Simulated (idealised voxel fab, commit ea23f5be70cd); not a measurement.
process module | voxel plated lines
cross-section cut | 225 nm wide | cells 5 nm
A cross-section is a grid of square cells, given in bands from the top down. A band is one or more rows of cells.
Each band's line starts with the height of the band's top and of its bottom, in nm. Then come its materials from left to right, each with its width in nm. One material with "throughout" fills the band from edge to edge. "air" is empty space.
Height 0 is the level under which the wafer as received is all one material. The lowest band goes on downwards, as in "0 down".
A width such as "30 to 40" changes by the same amount from each row of cells to the next, from the band's top row to its bottom row.
"no change" after a step means that no cell of the cross-section changed.
closed voids: empty space of 8 cells or more with no open way to the top, each as width x height at its distance from the left edge, in nm
after a step's settings: what the simulator itself notes on the step
overlay nm, on a step with a mask: how far to the right of its planned place the mask lay; to the left if negative
plan
1 op RECEIVE | material Si
2 op CONFORMAL_DEP | material Al2O3 | thk nm 15
3 op DIRECTIONAL_DEP | material TiN | thk nm 5
4 op PATTERN | tone open | mask id LINES | material resist | width nm 20 | pitch nm 45 | thk nm 30 | overlay nm 0
5 op EPI | material Ru | thk nm 5
6 op EPI | material Ru | thk nm 10
7 op STRIP | etch materials resist
8 op DIRECTIONAL_ETCH | etch materials TiN | depth nm 5
9 op CONFORMAL_DEP | material SiN | thk nm 5
as received, after step 1
  0 down: Si throughout
  closed voids: none
a wafer at the end: this start, this plan, one mistake
  40 to 35: air 25 | SiN 40 | air 5 | SiN 40 | air 5 | SiN 40 | air 5 | SiN 40 | air 25
  35 to 20: air 25 | SiN 5 | Ru 30 | SiN 5 | air 5 | SiN 5 | Ru 30 | SiN 5 | air 5 | SiN 5 | Ru 30 | SiN 5 | air 5 | SiN 5 | Ru 30 | SiN 5 | air 25
  20 to 15: SiN 30 | TiN 30 | SiN 15 | TiN 30 | SiN 15 | TiN 30 | SiN 15 | TiN 30 | SiN 30
  15 to 0: Al2O3 throughout
  0 down: Si throughout
  closed voids: none
what went wrong: step 4 ran as: op PATTERN | tone open | mask id LINES | material resist | width nm 30 | pitch nm 45 | thk nm 30 | overlay nm 0
